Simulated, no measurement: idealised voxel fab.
process module | voxel spacer lines
cross-section cut | 260 nm wide | cells 5 nm
A cross-section is a grid of square cells, given in bands from the top down. A band is one or more rows of cells.
Each band's line starts with the height of the band's top and of its bottom, in nm. Then come its materials from left to right, each with its width in nm. One material with "throughout" fills the band from edge to edge. "air" is empty space.
Height 0 is the level under which the wafer as received is all one material. The lowest band goes on downwards, as in "0 down".
A width such as "30 to 40" changes by the same amount from each row of cells to the next, from the band's top row to its bottom row.
"no change" after a step means that no cell of the cross-section changed.
closed voids: empty space of 8 cells or more with no open way to the top, each as width x height at its distance from the left edge, in nm
after a step's settings: what the simulator itself notes on the step
overlay nm, on a step with a mask: how far to the right of its planned place the mask lay; to the left if negative
plan
1 op RECEIVE | material Si
2 op CONFORMAL_DEP | material Al2O3 | thk nm 10
3 op DIRECTIONAL_DEP | material polySi | thk nm 10
4 op DIRECTIONAL_DEP | material aC | thk nm 25
5 op PATTERN | tone cover | mask id MANDREL | material resist | width nm 25 | pitch nm 80 | thk nm 35 | overlay nm 0
6 op DIRECTIONAL_ETCH | etch materials aC | depth nm 25
7 op STRIP | etch materials resist
8 op CONFORMAL_DEP | material SiN | thk nm 15
9 op DIRECTIONAL_ETCH | etch materials SiN | depth nm 15
10 op STRIP | etch materials aC
11 op DIRECTIONAL_ETCH | etch materials polySi | depth nm 10
12 op STRIP | etch materials SiN
as received, after step 1
  0 down: Si throughout
  closed voids: none
a wafer at the end: this start, this plan, one mistake
  10 to 0: air 60 | polySi 15 | air 25 | polySi 15 | air 25 | polySi 15 | air 25 | polySi 15 | air 65
  0 down: Si throughout
  closed voids: none
what went wrong: step 2 was left out
